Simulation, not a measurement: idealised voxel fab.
Process module in this document: voxel double patterning
The cross-section on display is named cut; it measures 255 nm wide, and its cells are 5 nm squares.
Cross-section layout: square cells on a grid; listed as bands, top to bottom; a band spans one or more cell rows. Look at the band entry: it leads with the top's height and the bottom's height in nm. Then it lists the materials left to right, with a width in nm for each. The word "throughout" on a single material says that material fills the band edge to edge. The word "blank" is empty space. Ref level 0: as-received wafer is one material below here. Bottom band extends down with no lower bound ("0 and below"). Width: "30->40" (first number = top row, second number = bottom row, same change from row to row of cells). Given "everything unchanged" for a step, no cell of the cross-section differs between before and after that step. Closed empty spaces (no open way to the top) of 8 cells or more are what "Enclosed void catalog" lists, each as width x height at distance from the left edge, nm for all three. Note: text after step settings on the step line = simulator remark on that step. The line of a step may include "overlay nm". On a step with a mask, this value is how far to the right of its planned place the mask lay. A negative value means the mask lay to the left.

### Process steps - plan
1: RECEIVE: material Si
2: CONFORMAL_DEP: material SiN, thk nm 5
3: DIRECTIONAL_DEP: material SiO2, thk nm 10
4: DIRECTIONAL_DEP: material SiCN, thk nm 10
5: MASKED_ETCH: tone open, mask id FIRST, width nm 15, pitch nm 50, etch materials SiCN, depth nm 10, overlay nm 0
6: DIRECTIONAL_DEP: material aC, thk nm 10
7: PATTERN: tone open, mask id SECOND, material resist, width nm 15, pitch nm 50, thk nm 25, overlay nm 0
8: DIRECTIONAL_ETCH: etch materials aC, depth nm 10
9: STRIP: etch materials resist
10: DIRECTIONAL_ETCH: etch materials SiCN, depth nm 10
11: STRIP: etch materials aC
12: DIRECTIONAL_ETCH: etch materials SiO2, depth nm 10
13: STRIP: etch materials SiCN

### Delivered wafer in cross-section: state after step 1
- 0 and below: Si throughout
- Enclosed void catalog: none

### As-planned run: cross-section of the first of two wafers at end of module
- 15 down to 5: SiO2: 70, blank: 15, SiO2: 10, blank: 15, SiO2: 10, blank: 15, SiO2: 10, blank: 15, SiO2: 10, blank: 15, SiO2: 70
- 5 down to 0: SiN throughout
- 0 and below: Si throughout
- Enclosed void catalog: none

### Second of two wafers, module complete, sectioned: it shares the first wafer's start and plan but was run with one mistake
- 15 down to 5: SiO2: 70, blank: 15, SiO2: 5, blank: 25, SiO2: 5, blank: 15, SiO2: 5, blank: 25, SiO2: 5, blank: 15, SiO2: 70
- 5 down to 0: SiN throughout
- 0 and below: Si throughout
- Enclosed void catalog: none
Processing error: in deviation from the planned setting, step 7 was conducted as PATTERN: tone open, mask id SECOND, material resist, width nm 25, pitch nm 50, thk nm 25, overlay nm 0
Materials where the second wafer ends with more or fewer cells than the first: SiO2: 8 fewer
